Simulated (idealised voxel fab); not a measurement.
Title: Process Module voxel air gaps
The cross-section shown here is cut; it is 295 nm wide and divided into square cells measuring 5 nm on a side.
Think of the cross-section as a grid of square cells. We describe it in bands, top to bottom, and each band covers one or more rows of those cells. Top height, bottom height, nm. Materials left to right, width each, nm. Single material + "throughout" = fills band edge to edge. "air" = empty. Basically, 0 is our baseline, since under it the wafer straight out of the box is all one material. The bottom band has no lower end and keeps on going down, so it looks like "top 0, no bottom". The two numbers in a width such as "30->40" mark its ends across the band: the first belongs to the top row of cells, the second to the bottom row, and from each row to the next the width moves by the same amount. Where the words "nothing different" appear for a step, the cross-section shows no cell changed by that step; every cell remained as before. Entry "Cavities, closed". Content: empty spaces with no open connection to the top, size 8 cells or greater. Each: width x height at distance. Distance: from left edge. Unit: nm. Step line, after settings: the simulator's comment on this step. overlay nm: where the mask lay relative to plan, measured to the right, on steps with a mask; negatives go left.
### plan
1. RECEIVE | material Si
2. CONFORMAL_DEP | material SiO2 | thk nm 15
3. CONFORMAL_DEP | material SiCN | thk nm 5
4. DIRECTIONAL_DEP | material lowk | thk nm 40
5. MASKED_ETCH | tone open | mask id LINES | width nm 20 | pitch nm 50 | etch materials lowk | depth nm 40 | overlay nm 0
6. CONFORMAL_DEP | material TiN | thk nm 5
7. FILL_DEP | material W | thk nm 5
8. CMP | height nm 60
9. EPI | material Ru | thk nm 10
10. SELECTIVE_ETCH | etch materials lowk | depth nm 50
11. CONFORMAL_DEP | material SiCN | thk nm 5
### Incoming wafer in cross-section (state: after step 1)
top 0, no bottom: Si throughout
Cavities, closed: none
### Final cross-section, module run with one mistake (start and plan as above)
top 75, bottom 70: SiCN throughout
top 70, bottom 60: Ru throughout
top 60, bottom 25: 55 nm W, 5 nm TiN, 20 nm lowk, 5 nm TiN, 20 nm W, 5 nm TiN, 20 nm lowk, 5 nm TiN, 20 nm W, 5 nm TiN, 20 nm lowk, 5 nm TiN, 20 nm W, 5 nm TiN, 20 nm lowk, 5 nm TiN, 60 nm W
top 25, bottom 20: 60 nm TiN, 20 nm lowk, 30 nm TiN, 20 nm lowk, 30 nm TiN, 20 nm lowk, 30 nm TiN, 20 nm lowk, 65 nm TiN
top 20, bottom 15: SiCN throughout
top 15, bottom 0: SiO2 throughout
top 0, no bottom: Si throughout
Cavities, closed: none
Want to know what went wrong? the process deviated at step 5: the operation and settings actually run there were MASKED_ETCH | tone cover | mask id LINES | width nm 20 | pitch nm 50 | etch materials lowk | depth nm 40 | overlay nm 0
